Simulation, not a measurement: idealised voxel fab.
Title: Process Module voxel air gaps
Square cells of 5 nm make up the cross-section cut, whose width is 215 nm.
Bands, listed from the top down, are how a cross-section gets written in this document; the cross-section itself is a grid of square cells, and a band is one or more rows of them. In this notation a band is specified by the heights of its top and bottom, in that order and in nm, after which its materials appear from left to right, each paired with its width in nm. The word "full width" attached to a single material means that material fills the band from edge to edge; the word "blank" stands for empty space. Heights are expressed relative to 0, this being the level below which the as-received wafer comprises one material exclusively. The lowest band is unbounded in the downward direction and is denoted as in "0 -> down". It should be noted that a width expressed as "30..40" varies in equal increments from row to row of cells within the band, taking the value of the first number at the top row and that of the second number at the bottom row. Reading "remained the same" for a step: not a cell of the cross-section changed in it. Closed-off voids of 8+ cells (no open route to the top) go in "Closed void entries", written width x height at distance from the left edge, in nm. Read whatever lies past the settings on a step's line as the simulator's own remark about the step. Among the settings permitted on a step's line is "overlay nm"; applied to a step with a mask, it specifies the extent to which the mask lay to the right of its planned position, whereas a negative figure signifies a position to the left.

These are the steps we planned for the process
1. RECEIVE [material Si]
2. CONFORMAL_DEP [material SiO2] [thk nm 15]
3. CONFORMAL_DEP [material SiCN] [thk nm 5]
4. DIRECTIONAL_DEP [material SiO2] [thk nm 30]
5. PATTERN [tone open] [mask id LINES] [material resist] [width nm 15] [pitch nm 45] [thk nm 20] [overlay nm 0]
6. DIRECTIONAL_ETCH [etch materials SiO2] [depth nm 30]
7. STRIP [etch materials resist]
8. CONFORMAL_DEP [material TiN] [thk nm 5]
9. FILL_DEP [material W] [thk nm 5]
10. CMP [height nm 50]
11. EPI [material Ru] [thk nm 10]
12. SELECTIVE_ETCH [etch materials SiO2] [depth nm 40]
13. CONFORMAL_DEP [material SiCN] [thk nm 5]

The cross-section here shows the wafer as received, i.e. in its state after step 1
> 0 -> down: Si full width
> Closed void entries: none

End state of the module in cross-section, given the above starting point and plan and one mistake in execution
> 65 -> 60: SiCN full width
> 60 -> 50: Ru full width
> 50 -> 45: W full width
> 45 -> 40: TiN=35 / W=5 / TiN=40 / W=5 / TiN=40 / W=5 / TiN=40 / W=5 / TiN=40
> 40 -> 25: SiO2=30 / TiN=5 / W=5 / TiN=5 / SiO2=30 / TiN=5 / W=5 / TiN=5 / SiO2=30 / TiN=5 / W=5 / TiN=5 / SiO2=30 / TiN=5 / W=5 / TiN=5 / SiO2=35
> 25 -> 20: SiO2=30 / TiN=15 / SiO2=30 / TiN=15 / SiO2=30 / TiN=15 / SiO2=30 / TiN=15 / SiO2=35
> 20 -> 15: SiCN full width
> 15 -> 0: SiO2 full width
> 0 -> down: Si full width
> Closed void entries: none
The mistake made against the process plan was this: for step 4, the planned setting was not used; the step was instead run as DIRECTIONAL_DEP [material SiO2] [thk nm 20]
